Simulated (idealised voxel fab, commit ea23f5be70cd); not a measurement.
process module | voxel released beams
cross-section cut | 300 nm wide | cells 5 nm
A cross-section is a grid of square cells, given in bands from the top down. A band is one or more rows of cells.
Each band's line starts with the height of the band's top and of its bottom, in nm. Then come its materials from left to right, each with its width in nm. One material with "throughout" fills the band from edge to edge. "air" is empty space.
Height 0 is the level under which the wafer as received is all one material. The lowest band goes on downwards, as in "0 down".
A width such as "30 to 40" changes by the same amount from each row of cells to the next, from the band's top row to its bottom row.
"no change" after a step means that no cell of the cross-section changed.
closed voids: empty space of 8 cells or more with no open way to the top, each as width x height at its distance from the left edge, in nm
after a step's settings: what the simulator itself notes on the step
overlay nm, on a step with a mask: how far to the right of its planned place the mask lay; to the left if negative
plan
1 op RECEIVE | material Si
2 op CONFORMAL_DEP | material SiN | thk nm 5
3 op DIRECTIONAL_DEP | material SiO2 | thk nm 10
4 op DIRECTIONAL_DEP | material aC | thk nm 10
5 op PATTERN | tone open | mask id ANCHOR | material resist | width nm 40 | thk nm 25 | overlay nm 0
6 op DIRECTIONAL_ETCH | etch materials aC | depth nm 10
7 op STRIP | etch materials resist
8 op DIRECTIONAL_ETCH | etch materials SiO2 | depth nm 10
9 op STRIP | etch materials aC
10 op CONFORMAL_DEP | material W | thk nm 15
11 op DIRECTIONAL_DEP | material aC | thk nm 15
12 op PATTERN | tone cover | mask id BEAM | material resist | width nm 90 | thk nm 30 | overlay nm 0
13 op DIRECTIONAL_ETCH | etch materials aC | depth nm 15
14 op STRIP | etch materials resist
15 op DIRECTIONAL_ETCH | etch materials W | depth nm 15
16 op STRIP | etch materials aC
17 op STRIP | etch materials SiO2
first wafer, as planned
as received, after step 1
  0 down: Si throughout
  closed voids: none
after step 2
  5 to 0: SiN throughout
  below 0: unchanged
after step 3
  15 to 5: SiO2 throughout
  below 5: unchanged
after step 4
  25 to 15: aC throughout
  below 15: unchanged
after step 5
  50 to 25: resist 105 | air 40 | resist 155
  below 25: unchanged
after step 6
  40 to 25: resist 105 | air 40 | resist 155
  25 to 15: aC 105 | air 40 | aC 155
  below 15: unchanged
after step 7
  25 to 15: aC 105 | air 40 | aC 155
  below 15: unchanged
after step 8
  25 to 15: aC 105 | air 40 | aC 155
  15 to 5: SiO2 105 | air 40 | SiO2 155
  below 5: unchanged
after step 9
  15 to 5: SiO2 105 | air 40 | SiO2 155
  below 5: unchanged
after step 10
  30 to 20: W 120 | air 10 | W 170
  20 to 15: W throughout
  15 to 5: SiO2 105 | W 40 | SiO2 155
  below 5: unchanged
after step 11
  45 to 35: aC 120 | air 10 | aC 170
  35 to 30: aC throughout
  30 to 20: W 120 | aC 10 | W 170
  below 20: unchanged
after step 12
  75 to 45: air 100 | resist 90 | air 110
  45 to 35: aC 120 | resist 10 | aC 170
  below 35: unchanged
after step 13
  60 to 45: air 100 | resist 90 | air 110
  45 to 35: air 100 | aC 20 | resist 10 | aC 60 | air 110
  35 to 30: air 100 | aC 90 | air 110
  below 30: unchanged
after step 14
  45 to 35: air 100 | aC 20 | air 10 | aC 60 | air 110
  below 35: unchanged
after step 15
  45 to 35: air 100 | aC 20 | air 10 | aC 60 | air 110
  35 to 30: air 100 | aC 90 | air 110
  30 to 20: air 100 | W 20 | aC 10 | W 60 | air 110
  20 to 15: air 100 | W 90 | air 110
  below 15: unchanged
after step 16
  30 to 20: air 100 | W 20 | air 10 | W 60 | air 110
  below 20: unchanged
after step 17
  30 to 20: air 100 | W 20 | air 10 | W 60 | air 110
  20 to 15: air 100 | W 90 | air 110
  15 to 5: air 105 | W 40 | air 155
  below 5: unchanged
second wafer: like start, like plan, one mistake. Through step 16 it matches the first wafer
when step 17 should have ended
  15 to 5: SiO2 105 | air 40 | SiO2 155
  below 5: unchanged
what went wrong: step 17 ran as: op STRIP | etch materials W
at the end the second wafer has, in cells: 104 more of SiO2 | 66 fewer of W
